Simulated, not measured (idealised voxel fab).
A process module follows: voxel ribs on slabs.
170 nm wide, 5 nm square cells: that's cross-section cut.
A cross-section in this document is a grid of square cells, and it is written down as bands, the top band listed before the ones below it; a band is made up of one or more rows of cells. First you get the band's top height and its bottom height, in nm, and then the materials it's made of, left to right, with each width in nm. If you see a single material with "full width", that one covers the band edge to edge. "blank" is empty space. The level at which height equals 0 is the one under which the wafer, as it arrives, is entirely one material. No lower edge exists for the bottom band, which continues downward and is notated as in "z 0 and below". Note: "30 to 40" means the width goes from the first number (top row of the band) to the second number (bottom row) in equal steps per row of cells. Reading "nothing got changed" for a step: not a cell of the cross-section changed in it. Entrapped void list: empty space of 8 cells or more with no open way to the top, each as width x height at its distance from the left edge, in nm. It should be noted that, on the line of a given step, the content following the step's settings is a remark produced by the simulator itself with respect to that step. "overlay nm", when on a step's line for a step with a mask, measures how far to the right of its planned place the mask lay; a negative measure means to the left.

Process steps (planned):
| 1 | RECEIVE [material Si] |
| 2 | DIRECTIONAL_DEP [material SiO2] [thk nm 30] |
| 3 | DIRECTIONAL_DEP [material SiN] [thk nm 15] |
| 4 | PATTERN [tone cover] [mask id RIB] [material resist] [width nm 20] [thk nm 15] [overlay nm 0] |
| 5 | DIRECTIONAL_ETCH [etch materials SiN] [depth nm 10] |
| 6 | STRIP [etch materials resist] |
| 7 | DIRECTIONAL_DEP [material aC] [thk nm 15] |
| 8 | PATTERN [tone cover] [mask id SLAB] [material resist] [width nm 70] [thk nm 35] [overlay nm 0] |
| 9 | DIRECTIONAL_ETCH [etch materials aC] [depth nm 15] |
| 10 | STRIP [etch materials resist] |
| 11 | DIRECTIONAL_ETCH [etch materials SiN] [depth nm 5] |
| 12 | STRIP [etch materials aC] |
| 13 | FILL_DEP [material SiO2] [thk nm 20] |
| 14 | CMP [height nm 55] |
| 15 | DIRECTIONAL_DEP [material W] [thk nm 10] |
| 16 | DIRECTIONAL_DEP [material aC] [thk nm 10] |
| 17 | PATTERN [tone cover] [mask id HEATER] [material resist] [width nm 30] [thk nm 25] [overlay nm 0] |
| 18 | DIRECTIONAL_ETCH [etch materials aC] [depth nm 10] |
| 19 | STRIP [etch materials resist] |
| 20 | DIRECTIONAL_ETCH [etch materials W] [depth nm 10] |
| 21 | STRIP [etch materials aC] |
| 22 | CONFORMAL_DEP [material SiN] [thk nm 5] |

Here's what the wafer looked like in cross-section when it arrived - that's after step 1:
    z 0 and below  Si full width
    Entrapped void list: none

First wafer at the end, as planned:
    z 70 to 65  65 of blank  40 of SiN  65 of blank
    z 65 to 60  65 of blank  5 of SiN  30 of W  5 of SiN  65 of blank
    z 60 to 55  70 of SiN  30 of W  70 of SiN
    z 55 to 45  SiO2 full width
    z 45 to 35  75 of SiO2  20 of SiN  75 of SiO2
    z 35 to 30  50 of SiO2  70 of SiN  50 of SiO2
    z 30 to 0  SiO2 full width
    z 0 and below  Si full width
    Entrapped void list: none

Cross-sectional view of the second of two wafers upon completion of the module. This wafer shared its starting condition and process plan with the first; one error was made during its execution:
    z 70 to 65  65 of blank  40 of SiN  65 of blank
    z 65 to 60  65 of blank  5 of SiN  30 of W  5 of SiN  65 of blank
    z 60 to 55  70 of SiN  30 of W  70 of SiN
    z 55 to 40  SiO2 full width
    z 40 to 30  75 to 50 of SiO2  20 to 70 of SiN  75 to 50 of SiO2
    z 30 to 0  SiO2 full width
    z 0 and below  Si full width
    Entrapped void list: none
So what did we get wrong on this run? steps 6 and 7 got flipped, so each one ran where the other should have
The final cell counts differ between the wafers, with the second having more or fewer of some materials than the first: -4 SiN, +4 SiO2
